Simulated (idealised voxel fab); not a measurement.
The document below concerns the process module designated voxel fin reveal.
Section cut is 230 nm wide and gridded with 5 nm square cells.
This document writes a cross-section as a grid whose cells are square, and gives it as bands, listed from the top down; one or more rows of cells form a band.
A band entry consists of two parts. The first gives the height of the band's top and the height of its bottom, in nm. The rest lists the band's materials from left to right, each with its width in nm. A single material labelled with the word "everywhere" fills the band from edge to edge, and the word "empty" marks empty space.
Heights are expressed relative to 0, this being the level below which the as-received wafer comprises one material exclusively. The lowest band is unbounded in the downward direction and is denoted as in "0 down".
Graded width ("30->40"): value in top row of band = first number; value in bottom row = second number; row-to-row change constant.
"nothing changed", as given for a step, is the statement that not any cell of the cross-section underwent a change during that step.
Heads up: "Closed empty spaces" only lists the empty pockets with no open path to the top that are 8 cells or more, and it writes them as width x height at distance, distance from the left edge, in nm.
Post-settings text on a step line: simulator's own remark regarding the step.
"overlay nm" on a masked step: distance the mask lay right of its planned place, negative for left.
### Planned process steps
1 RECEIVE, material Si
2 CONFORMAL_DEP, material SiN, thk nm 5
3 DIRECTIONAL_DEP, material aC, thk nm 10
4 PATTERN, tone cover, mask id FINS, material resist, width nm 15, pitch nm 40, thk nm 25, overlay nm 0
5 DIRECTIONAL_ETCH, etch materials aC, depth nm 10
6 STRIP, etch materials resist
7 DIRECTIONAL_ETCH, etch materials SiN, depth nm 5
8 DIRECTIONAL_ETCH, etch materials Si, depth nm 30
9 STRIP, etch materials aC
10 OXIDIZE, depth nm 5
11 FILL_DEP, material SiO2, thk nm 10
12 CMP, height nm 5
13 SELECTIVE_ETCH, etch materials SiO2, depth nm 15
14 STRIP, etch materials SiN
15 CONFORMAL_DEP, material HfO2, thk nm 5
The plan shows the width nm of step 4 as the first wafer had it; this setting differs between the wafers, which start out alike.
### This is how the first of several wafers looked in cross-section when it arrived, which is after step 1
> 0 down | Si everywhere
> Closed empty spaces: none
### After the module's final step, step 15: the first of several wafers in cross-section
> 5 to 0 | 85 of empty | 15 of HfO2 | 25 of empty | 15 of HfO2 | 90 of empty
> 0 to -5 | 85 of empty | 5 of HfO2 | 5 of Si | 5 of HfO2 | 25 of empty | 5 of HfO2 | 5 of Si | 5 of HfO2 | 90 of empty
> -5 to -10 | 90 of HfO2 | 5 of Si | 35 of HfO2 | 5 of Si | 95 of HfO2
> -10 to -35 | 90 of SiO2 | 5 of Si | 35 of SiO2 | 5 of Si | 95 of SiO2
> -35 down | Si everywhere
> Closed empty spaces: none
### Last wafer of the set, cross-sectioned at end of module
> 5 to 0 | 80 of empty | 25 of HfO2 | 15 of empty | 25 of HfO2 | 85 of empty
> 0 to -5 | 80 of empty | 5 of HfO2 | 15 of Si | 5 of HfO2 | 15 of empty | 5 of HfO2 | 15 of Si | 5 of HfO2 | 85 of empty
> -5 to -10 | 85 of HfO2 | 15 of Si | 25 of HfO2 | 15 of Si | 90 of HfO2
> -10 to -35 | 85 of SiO2 | 15 of Si | 25 of SiO2 | 15 of Si | 90 of SiO2
> -35 down | Si everywhere
> Closed empty spaces: none
### So in this table every wafer gets its own row, and what you see is where it stands at the end of the module: for each material, how many cells it picked up (+) or gave up (-) since we received it, and after that its closed voids
width nm 15 | +54 HfO2 | -308 Si | +220 SiO2 | Closed empty spaces: none
width nm 20 | +54 HfO2 | -294 Si | +210 SiO2 | Closed empty spaces: none
width nm 25 | +54 HfO2 | -280 Si | +200 SiO2 | Closed empty spaces: none
